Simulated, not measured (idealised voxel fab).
Presented below is a process module, voxel self aligned vias.
It is cross-section cut that appears here, measuring 195 nm in width, its square cells being 5 nm in size.
Reading order for cross-sections: top band down to bottom band. Underlying form: a grid of square cells. Band size: one or more rows of cells.
Look at the band entry: it leads with the top's height and the bottom's height in nm. Then it lists the materials left to right, with a width in nm for each. The word "throughout" on a single material says that material fills the band edge to edge. The word "blank" is empty space.
It should be noted that heights are counted from 0, beneath which the wafer as supplied is of one material throughout, and that the lowest band possesses no lower boundary but continues downward, as written in "from 0 down".
The two numbers in a width such as "30..40" mark its ends across the band: the first belongs to the top row of cells, the second to the bottom row, and from each row to the next the width moves by the same amount.
What does "changes: none" mean for a step? It means no cell of the cross-section changed in that step.
Enclosed voids (no open way to top), threshold 8 cells or more, entry "Closed void catalog", notation width x height at distance, distance from left edge, nm.
Text after the settings on a step's line: the simulator's own remark on that step.
For masked steps, "overlay nm" on the step line gives how far right of plan the mask actually lay; a minus sign means it lay to the left.

[Planned step list for the process]
1: RECEIVE, material Si
2: CONFORMAL_DEP, material SiO2, thk nm 10
3: CONFORMAL_DEP, material SiCN, thk nm 5
4: DIRECTIONAL_DEP, material SiO2, thk nm 20
5: MASKED_ETCH, tone open, mask id LINES, width nm 25, pitch nm 65, etch materials SiO2, depth nm 20, overlay nm -15
6: CONFORMAL_DEP, material TiN, thk nm 5
7: FILL_DEP, material Ru, thk nm 5
8: CMP, height nm 35
9: SELECTIVE_ETCH, etch materials W Ru TiN, depth nm 5
10: FILL_DEP, material SiN, thk nm 5
11: CMP, height nm 35
12: DIRECTIONAL_DEP, material SiO2, thk nm 15
13: DIRECTIONAL_DEP, material aC, thk nm 10
14: PATTERN, tone open, mask id VIAS, material resist, width nm 45, thk nm 25, overlay nm 0
15: DIRECTIONAL_ETCH, etch materials aC, depth nm 10
16: STRIP, etch materials resist
17: DIRECTIONAL_ETCH, etch materials SiO2, depth nm 15
18: DIRECTIONAL_ETCH, etch materials SiN, depth nm 5
19: STRIP, etch materials aC
20: CONFORMAL_DEP, material TiN, thk nm 5
21: FILL_DEP, material Cu, thk nm 10
22: CMP, height nm 50
23: CONFORMAL_DEP, material SiCN, thk nm 5
For this document, wafers share an identical start and vary in the step 5 overlay nm; the plan quotes the first wafer's value.

[first wafer as received, after step 1]
from 0 down = Si throughout
Closed void catalog: none

[End of the module, past its last step, step 23: how the first of several wafers looks in cross-section]
from 55 to 50 = SiCN throughout
from 50 to 40 = SiO2 40 nm  TiN 5 nm  Cu 35 nm  TiN 5 nm  SiO2 110 nm
from 40 to 35 = SiO2 40 nm  TiN 5 nm  Cu 10 nm  TiN 30 nm  SiO2 110 nm
from 35 to 30 = SiO2 35 nm  SiN 5 nm  TiN 20 nm  SiO2 40 nm  SiN 25 nm  SiO2 70 nm
from 30 to 20 = SiO2 35 nm  TiN 5 nm  Ru 15 nm  TiN 5 nm  SiO2 40 nm  TiN 5 nm  Ru 15 nm  TiN 5 nm  SiO2 70 nm
from 20 to 15 = SiO2 35 nm  TiN 25 nm  SiO2 40 nm  TiN 25 nm  SiO2 70 nm
from 15 to 10 = SiCN throughout
from 10 to 0 = SiO2 throughout
from 0 down = Si throughout
Closed void catalog: none

[Here we cross-sectioned the last of the wafers once the module was done]
from 55 to 50 = SiCN throughout
from 50 to 40 = SiO2 40 nm  TiN 5 nm  Cu 35 nm  TiN 5 nm  SiO2 110 nm
from 40 to 35 = SiO2 40 nm  TiN 30 nm  Cu 10 nm  TiN 5 nm  SiO2 110 nm
from 35 to 30 = SiO2 65 nm  TiN 20 nm  SiN 5 nm  SiO2 40 nm  SiN 25 nm  SiO2 40 nm
from 30 to 20 = SiO2 65 nm  TiN 5 nm  Ru 15 nm  TiN 5 nm  SiO2 40 nm  TiN 5 nm  Ru 15 nm  TiN 5 nm  SiO2 40 nm
from 20 to 15 = SiO2 65 nm  TiN 25 nm  SiO2 40 nm  TiN 25 nm  SiO2 40 nm
from 15 to 10 = SiCN throughout
from 10 to 0 = SiO2 throughout
from 0 down = Si throughout
Closed void catalog: none

[The rows of the table below are wafers. Looking at the end of the module, a row counts, for every material, the cells the wafer has gained, shown as (+), or lost, shown as (-), since it was received; its closed voids come next]
overlay nm -15 | +16 Cu | +12 Ru | +78 SiCN | +6 SiN | +284 SiO2 | +33 TiN | Closed void catalog: none
overlay nm -10 | +17 Cu | +12 Ru | +78 SiCN | +5 SiN | +284 SiO2 | +33 TiN | Closed void catalog: none
overlay nm -5 | +17 Cu | +12 Ru | +78 SiCN | +5 SiN | +284 SiO2 | +33 TiN | Closed void catalog: none
overlay nm 0 | +17 Cu | +12 Ru | +78 SiCN | +5 SiN | +284 SiO2 | +33 TiN | Closed void catalog: none
overlay nm 5 | +17 Cu | +12 Ru | +78 SiCN | +5 SiN | +284 SiO2 | +33 TiN | Closed void catalog: none
overlay nm 10 | +17 Cu | +12 Ru | +78 SiCN | +5 SiN | +284 SiO2 | +33 TiN | Closed void catalog: none
overlay nm 15 | +16 Cu | +12 Ru | +78 SiCN | +6 SiN | +284 SiO2 | +33 TiN | Closed void catalog: none
